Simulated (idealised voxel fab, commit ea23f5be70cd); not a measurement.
process module | voxel self aligned vias
cross-section cut | 250 nm wide | cells 5 nm
A cross-section is a grid of square cells, given in bands from the top down. A band is one or more rows of cells.
Each band's line starts with the height of the band's top and of its bottom, in nm. Then come its materials from left to right, each with its width in nm. One material with "throughout" fills the band from edge to edge. "air" is empty space.
Height 0 is the level under which the wafer as received is all one material. The lowest band goes on downwards, as in "0 down".
A width such as "30 to 40" changes by the same amount from each row of cells to the next, from the band's top row to its bottom row.
"no change" after a step means that no cell of the cross-section changed.
closed voids: empty space of 8 cells or more with no open way to the top, each as width x height at its distance from the left edge, in nm
after a step's settings: what the simulator itself notes on the step
overlay nm, on a step with a mask: how far to the right of its planned place the mask lay; to the left if negative
plan
1 op RECEIVE | material Si
2 op CONFORMAL_DEP | material SiO2 | thk nm 15
3 op CONFORMAL_DEP | material SiCN | thk nm 5
4 op DIRECTIONAL_DEP | material SiO2 | thk nm 30
5 op DIRECTIONAL_DEP | material aC | thk nm 15
6 op PATTERN | tone open | mask id LINES | material resist | width nm 30 | pitch nm 75 | thk nm 35 | overlay nm 0
7 op DIRECTIONAL_ETCH | etch materials aC | depth nm 15
8 op STRIP | etch materials resist
9 op DIRECTIONAL_ETCH | etch materials SiO2 | depth nm 30
10 op STRIP | etch materials aC
11 op CONFORMAL_DEP | material TiN | thk nm 5
12 op FILL_DEP | material W | thk nm 10
13 op CMP | height nm 50
14 op SELECTIVE_ETCH | etch materials W Ru TiN | depth nm 5
15 op FILL_DEP | material SiN | thk nm 5
16 op CMP | height nm 50
17 op DIRECTIONAL_DEP | material SiO2 | thk nm 20
18 op PATTERN | tone open | mask id VIAS | material resist | width nm 40 | pitch nm 150 | thk nm 15 | overlay nm 0
19 op DIRECTIONAL_ETCH | etch materials SiO2 | depth nm 20
20 op DIRECTIONAL_ETCH | etch materials SiN | depth nm 5
21 op STRIP | etch materials resist
22 op CONFORMAL_DEP | material TiN | thk nm 5
23 op FILL_DEP | material Cu | thk nm 10
24 op CMP | height nm 70
25 op CONFORMAL_DEP | material SiN | thk nm 5
varied across the wafers: width nm of step 18. The plan shows the first wafer's value. All wafers start alike
first wafer as received, after step 1
  0 down: Si throughout
  closed voids: none
first wafer at the end, after step 25
  75 to 70: SiN throughout
  70 to 55: SiO2 30 | TiN 5 | Cu 30 | TiN 5 | SiO2 110 | TiN 5 | Cu 30 | TiN 5 | SiO2 30
  55 to 50: SiO2 30 | TiN 10 | Cu 20 | TiN 10 | SiO2 110 | TiN 10 | Cu 20 | TiN 10 | SiO2 30
  50 to 45: SiO2 35 | TiN 30 | SiO2 45 | SiN 30 | SiO2 45 | TiN 30 | SiO2 35
  45 to 25: SiO2 35 | TiN 5 | W 20 | TiN 5 | SiO2 45 | TiN 5 | W 20 | TiN 5 | SiO2 45 | TiN 5 | W 20 | TiN 5 | SiO2 35
  25 to 20: SiO2 35 | TiN 30 | SiO2 45 | TiN 30 | SiO2 45 | TiN 30 | SiO2 35
  20 to 15: SiCN throughout
  15 to 0: SiO2 throughout
  0 down: Si throughout
  closed voids: none
last wafer at the end
  75 to 70: SiN throughout
  70 to 55: SiO2 20 | TiN 5 | Cu 55 | TiN 5 | SiO2 85 | TiN 5 | Cu 55 | TiN 5 | SiO2 15
  55 to 50: SiO2 20 | TiN 20 | Cu 20 | TiN 25 | SiO2 85 | TiN 20 | Cu 20 | TiN 25 | SiO2 15
  50 to 45: SiO2 35 | TiN 30 | SiO2 45 | SiN 30 | SiO2 45 | TiN 30 | SiO2 35
  45 to 25: SiO2 35 | TiN 5 | W 20 | TiN 5 | SiO2 45 | TiN 5 | W 20 | TiN 5 | SiO2 45 | TiN 5 | W 20 | TiN 5 | SiO2 35
  25 to 20: SiO2 35 | TiN 30 | SiO2 45 | TiN 30 | SiO2 45 | TiN 30 | SiO2 35
  20 to 15: SiCN throughout
  15 to 0: SiO2 throughout
  0 down: Si throughout
  closed voids: none
each wafer at the end: cells of each material gained (+) or lost (-) since it was received, then its closed voids
width nm 40 | +44 Cu | +50 SiCN | +56 SiN | +478 SiO2 | +74 TiN | +48 W | closed voids: none
width nm 45 | +50 Cu | +50 SiCN | +56 SiN | +470 SiO2 | +76 TiN | +48 W | closed voids: none
width nm 50 | +56 Cu | +50 SiCN | +56 SiN | +462 SiO2 | +78 TiN | +48 W | closed voids: none
width nm 55 | +62 Cu | +50 SiCN | +56 SiN | +454 SiO2 | +80 TiN | +48 W | closed voids: none
width nm 60 | +68 Cu | +50 SiCN | +56 SiN | +446 SiO2 | +82 TiN | +48 W | closed voids: none
width nm 65 | +74 Cu | +50 SiCN | +56 SiN | +438 SiO2 | +84 TiN | +48 W | closed voids: none
